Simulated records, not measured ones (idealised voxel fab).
The following is a process module called voxel wiring stack.
Square cell edge 5 nm, section width 145 nm, ID cut.
Cross-section = grid of square cells, listed top down in bands; band = one or more rows.
Band: top height; bottom height; in nm. Then, left to right: material with width in nm, for each material. "everywhere": a single material spanning edge to edge. "air": empty space.
We count height from 0. Below that, the starting wafer is all one material. The lowest band never ends at the bottom but goes on down; see "0..down" for how that is written.
Width: "30 to 40" (first number = top row, second number = bottom row, same change from row to row of cells).
Where a step carries "left unchanged", the cross-section came out of it unchanged, cell for cell.
The list in "Trapped void list" covers empty spaces of 8 cells or more that cannot reach the top through any open way, and it gives each as width x height at distance; the distance is from the left edge, and width, height and distance are in nm.
On each step's line, the part that comes after the settings is the simulator's own comment on the step.
Steps that use a mask can have "overlay nm" on their line. It says how far the mask sat to the right of where it was meant to be. Negative means to the left.
Process steps - plan
- 1: RECEIVE (material Si)
- 2: CONFORMAL_DEP (material SiO2; thk nm 15)
- 3: DIRECTIONAL_DEP (material TiN; thk nm 5)
- 4: DIRECTIONAL_DEP (material W; thk nm 15)
- 5: MASKED_ETCH (tone cover; mask id METAL_1; width nm 20; pitch nm 45; etch materials W; depth nm 15; overlay nm 0)
- 6: MASKED_ETCH (tone cover; mask id METAL_1; width nm 20; pitch nm 45; etch materials TiN; depth nm 5; overlay nm 0)
- 7: FILL_DEP (material lowk; thk nm 5)
- 8: CMP (height nm 35)
- 9: CONFORMAL_DEP (material SiCN; thk nm 5)
- 10: DIRECTIONAL_DEP (material lowk; thk nm 15)
- 11: DIRECTIONAL_DEP (material aC; thk nm 15)
- 12: PATTERN (tone open; mask id PLUG_1; material resist; width nm 15; thk nm 30; overlay nm 0)
- 13: DIRECTIONAL_ETCH (etch materials aC; depth nm 15)
- 14: STRIP (etch materials resist)
- 15: DIRECTIONAL_ETCH (etch materials lowk; depth nm 15)
- 16: DIRECTIONAL_ETCH (etch materials SiCN; depth nm 5)
- 17: STRIP (etch materials aC)
- 18: CONFORMAL_DEP (material TiN; thk nm 5)
- 19: FILL_DEP (material Ru; thk nm 5)
- 20: CMP (height nm 55)
- 21: CONFORMAL_DEP (material SiN; thk nm 5)
- 22: DIRECTIONAL_DEP (material SiO2; thk nm 15)
- 23: PATTERN (tone open; mask id METAL_2; material resist; width nm 20; pitch nm 45; thk nm 20; overlay nm 0)
- 24: DIRECTIONAL_ETCH (etch materials SiO2; depth nm 15)
- 25: DIRECTIONAL_ETCH (etch materials SiN; depth nm 5)
- 26: STRIP (etch materials resist)
- 27: CONFORMAL_DEP (material TiN; thk nm 5)
- 28: FILL_DEP (material Ru; thk nm 10)
- 29: CMP (height nm 75)
- 30: CONFORMAL_DEP (material SiN; thk nm 5)
The cross-section here shows the wafer as received, i.e. in its state after step 1
    0..down: Si everywhere
    Trapped void list: none
First wafer of two, sectioned at end of module; run went per plan
    80..75: SiN everywhere
    75..60: SiO2 (40)  TiN (5)  Ru (10)  TiN (5)  SiO2 (25)  TiN (5)  Ru (10)  TiN (5)  SiO2 (40)
    60..55: SiN (40)  TiN (20)  SiN (25)  TiN (20)  SiN (40)
    55..40: lowk (40)  TiN (5)  Ru (5)  TiN (5)  lowk (90)
    40..35: SiCN (40)  TiN (15)  SiCN (90)
    35..20: lowk (40)  W (20)  lowk (25)  W (20)  lowk (40)
    20..15: lowk (40)  TiN (20)  lowk (25)  TiN (20)  lowk (40)
    15..0: SiO2 everywhere
    0..down: Si everywhere
    Trapped void list: none
Wafer two cross-section, module end. Start and plan unchanged from wafer one; one mistake made during the run
    80..75: SiN everywhere
    75..60: SiO2 (40)  TiN (5)  Ru (10)  TiN (5)  SiO2 (25)  TiN (5)  Ru (10)  TiN (5)  SiO2 (40)
    60..55: SiN (40)  TiN (20)  SiN (25)  TiN (20)  SiN (40)
    55..40: lowk (40)  TiN (5)  Ru (5)  TiN (5)  lowk (90)
    40..35: SiCN (40)  TiN (15)  SiCN (90)
    35..20: lowk (40)  W (20)  lowk (25)  W (20)  lowk (40)
    20..5: SiO2 everywhere
    5..0: TiN everywhere
    0..down: Si everywhere
    Trapped void list: none
Short version of what went wrong: steps 2 and 3 swapped
Cell-count delta at end, second wafer over first, by material: TiN: 21 more; lowk: 21 fewer
